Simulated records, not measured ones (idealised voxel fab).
Documented hereafter: the process module known as voxel trench capacitor.
It is cross-section cut that appears here, measuring 265 nm in width, its square cells being 5 nm in size.
The cross-sections in this document take the form of a grid made of square cells. They are written out as bands, in order from top to bottom. Each band consists of one or more rows of cells.
Look at the band entry: it leads with the top's height and the bottom's height in nm. Then it lists the materials left to right, with a width in nm for each. The word "all across" on a single material says that material fills the band edge to edge. The word "blank" is empty space.
Height is counted from the level 0, under which the received wafer is composed throughout of one material. The lowest of the bands is not closed at the bottom but continues downward, in the notation "0..down".
A width given as "30->40" starts at the first number in the band's top row and ends at the second number in its bottom row, shifting by an equal amount at every step from row to row.
"no alterations made", as given for a step, is the statement that not any cell of the cross-section underwent a change during that step.
Empty spaces without an open route to the top, at least 8 cells in extent, make up the entry "Closed-off voids"; each is given as width x height at distance, where the distance is measured from the left edge, and all are in nm.
Anything after a step's settings on that line? It's the simulator's own note about the step.
overlay nm: for a step with a mask, the amount by which the mask lay right of where it was planned; a negative amount means left of it.

# This section lists the process steps that were planned
1) RECEIVE | material Si
2) CONFORMAL_DEP | material SiN | thk nm 10
3) PATTERN | tone open | mask id TRENCH | material resist | width nm 30 | pitch nm 45 | thk nm 15 | overlay nm 0
4) DIRECTIONAL_ETCH | etch materials SiN | depth nm 10
5) DIRECTIONAL_ETCH | etch materials Si | depth nm 40
6) STRIP | etch materials resist
7) CONFORMAL_DEP | material HfO2 | thk nm 5
8) CONFORMAL_DEP | material TiN | thk nm 5
9) FILL_DEP | material W | thk nm 5
10) CMP | height nm 10

# Wafer, first of two, run as planned

# This is the cross-section of the wafer as we received it, i.e. after step 1
- 0..down | Si all across
- Closed-off voids: none

# Once step 2 is through, the wafer looks like this in cross-section
- 10..0 | SiN all across
- Note: structure below 0 unchanged.

# Once step 3 is through, the wafer looks like this in cross-section
- 25..10 | resist 70 nm, then blank 30 nm, then resist 15 nm, then blank 30 nm, then resist 15 nm, then blank 30 nm, then resist 75 nm
- Note: structure below 10 unchanged.

# Once step 4 is through, the wafer looks like this in cross-section
- 25..10 | resist 70 nm, then blank 30 nm, then resist 15 nm, then blank 30 nm, then resist 15 nm, then blank 30 nm, then resist 75 nm
- 10..0 | SiN 70 nm, then blank 30 nm, then SiN 15 nm, then blank 30 nm, then SiN 15 nm, then blank 30 nm, then SiN 75 nm
- Note: structure below 0 unchanged.

# Once step 5 is through, the wafer looks like this in cross-section
- 25..10 | resist 70 nm, then blank 30 nm, then resist 15 nm, then blank 30 nm, then resist 15 nm, then blank 30 nm, then resist 75 nm
- 10..0 | SiN 70 nm, then blank 30 nm, then SiN 15 nm, then blank 30 nm, then SiN 15 nm, then blank 30 nm, then SiN 75 nm
- 0..-40 | Si 70 nm, then blank 30 nm, then Si 15 nm, then blank 30 nm, then Si 15 nm, then blank 30 nm, then Si 75 nm
- Note: structure below -40 unchanged.

# Once step 6 is through, the wafer looks like this in cross-section
- 10..0 | SiN 70 nm, then blank 30 nm, then SiN 15 nm, then blank 30 nm, then SiN 15 nm, then blank 30 nm, then SiN 75 nm
- Note: structure below 0 unchanged.

# Once step 7 is through, the wafer looks like this in cross-section
- 15..10 | HfO2 75 nm, then blank 20 nm, then HfO2 25 nm, then blank 20 nm, then HfO2 25 nm, then blank 20 nm, then HfO2 80 nm
- 10..0 | SiN 70 nm, then HfO2 5 nm, then blank 20 nm, then HfO2 5 nm, then SiN 15 nm, then HfO2 5 nm, then blank 20 nm, then HfO2 5 nm, then SiN 15 nm, then HfO2 5 nm, then blank 20 nm, then HfO2 5 nm, then SiN 75 nm
- 0..-35 | Si 70 nm, then HfO2 5 nm, then blank 20 nm, then HfO2 5 nm, then Si 15 nm, then HfO2 5 nm, then blank 20 nm, then HfO2 5 nm, then Si 15 nm, then HfO2 5 nm, then blank 20 nm, then HfO2 5 nm, then Si 75 nm
- -35..-40 | Si 70 nm, then HfO2 30 nm, then Si 15 nm, then HfO2 30 nm, then Si 15 nm, then HfO2 30 nm, then Si 75 nm
- Note: structure below -40 unchanged.

# Once step 8 is through, the wafer looks like this in cross-section
- 20..15 | TiN 80 nm, then blank 10 nm, then TiN 35 nm, then blank 10 nm, then TiN 35 nm, then blank 10 nm, then TiN 85 nm
- 15..10 | HfO2 75 nm, then TiN 5 nm, then blank 10 nm, then TiN 5 nm, then HfO2 25 nm, then TiN 5 nm, then blank 10 nm, then TiN 5 nm, then HfO2 25 nm, then TiN 5 nm, then blank 10 nm, then TiN 5 nm, then HfO2 80 nm
- 10..0 | SiN 70 nm, then HfO2 5 nm, then TiN 5 nm, then blank 10 nm, then TiN 5 nm, then HfO2 5 nm, then SiN 15 nm, then HfO2 5 nm, then TiN 5 nm, then blank 10 nm, then TiN 5 nm, then HfO2 5 nm, then SiN 15 nm, then HfO2 5 nm, then TiN 5 nm, then blank 10 nm, then TiN 5 nm, then HfO2 5 nm, then SiN 75 nm
- 0..-30 | Si 70 nm, then HfO2 5 nm, then TiN 5 nm, then blank 10 nm, then TiN 5 nm, then HfO2 5 nm, then Si 15 nm, then HfO2 5 nm, then TiN 5 nm, then blank 10 nm, then TiN 5 nm, then HfO2 5 nm, then Si 15 nm, then HfO2 5 nm, then TiN 5 nm, then blank 10 nm, then TiN 5 nm, then HfO2 5 nm, then Si 75 nm
- -30..-35 | Si 70 nm, then HfO2 5 nm, then TiN 20 nm, then HfO2 5 nm, then Si 15 nm, then HfO2 5 nm, then TiN 20 nm, then HfO2 5 nm, then Si 15 nm, then HfO2 5 nm, then TiN 20 nm, then HfO2 5 nm, then Si 75 nm
- Note: structure below -35 unchanged.

# Once step 9 is through, the wafer looks like this in cross-section
- 25..20 | W all across
- 20..15 | TiN 80 nm, then W 10 nm, then TiN 35 nm, then W 10 nm, then TiN 35 nm, then W 10 nm, then TiN 85 nm
- 15..10 | HfO2 75 nm, then TiN 5 nm, then W 10 nm, then TiN 5 nm, then HfO2 25 nm, then TiN 5 nm, then W 10 nm, then TiN 5 nm, then HfO2 25 nm, then TiN 5 nm, then W 10 nm, then TiN 5 nm, then HfO2 80 nm
- 10..0 | SiN 70 nm, then HfO2 5 nm, then TiN 5 nm, then W 10 nm, then TiN 5 nm, then HfO2 5 nm, then SiN 15 nm, then HfO2 5 nm, then TiN 5 nm, then W 10 nm, then TiN 5 nm, then HfO2 5 nm, then SiN 15 nm, then HfO2 5 nm, then TiN 5 nm, then W 10 nm, then TiN 5 nm, then HfO2 5 nm, then SiN 75 nm
- 0..-30 | Si 70 nm, then HfO2 5 nm, then TiN 5 nm, then W 10 nm, then TiN 5 nm, then HfO2 5 nm, then Si 15 nm, then HfO2 5 nm, then TiN 5 nm, then W 10 nm, then TiN 5 nm, then HfO2 5 nm, then Si 15 nm, then HfO2 5 nm, then TiN 5 nm, then W 10 nm, then TiN 5 nm, then HfO2 5 nm, then Si 75 nm
- Note: structure below -30 unchanged.

# Once step 10 is through, the wafer looks like this in cross-section
- 10..0 | SiN 70 nm, then HfO2 5 nm, then TiN 5 nm, then W 10 nm, then TiN 5 nm, then HfO2 5 nm, then SiN 15 nm, then HfO2 5 nm, then TiN 5 nm, then W 10 nm, then TiN 5 nm, then HfO2 5 nm, then SiN 15 nm, then HfO2 5 nm, then TiN 5 nm, then W 10 nm, then TiN 5 nm, then HfO2 5 nm, then SiN 75 nm
- Note: structure below 0 unchanged.

# For the second wafer, take the first wafer's start and plan, then add one mistake made in running it; everything through step 9, that step included, is shared with the first

# The second wafer in cross-section, at the planned close of step 10
- 0..-30 | Si 70 nm, then HfO2 5 nm, then TiN 5 nm, then W 10 nm, then TiN 5 nm, then HfO2 5 nm, then Si 15 nm, then HfO2 5 nm, then TiN 5 nm, then W 10 nm, then TiN 5 nm, then HfO2 5 nm, then Si 15 nm, then HfO2 5 nm, then TiN 5 nm, then W 10 nm, then TiN 5 nm, then HfO2 5 nm, then Si 75 nm
- Note: structure below -30 unchanged.
Plan not followed: step 10 did not use the planned setting and instead ran as CMP | height nm 0
Final difference in cells, second wafer against first, listed per material as more or fewer: -12 HfO2; -70 SiN; -12 TiN; -12 W
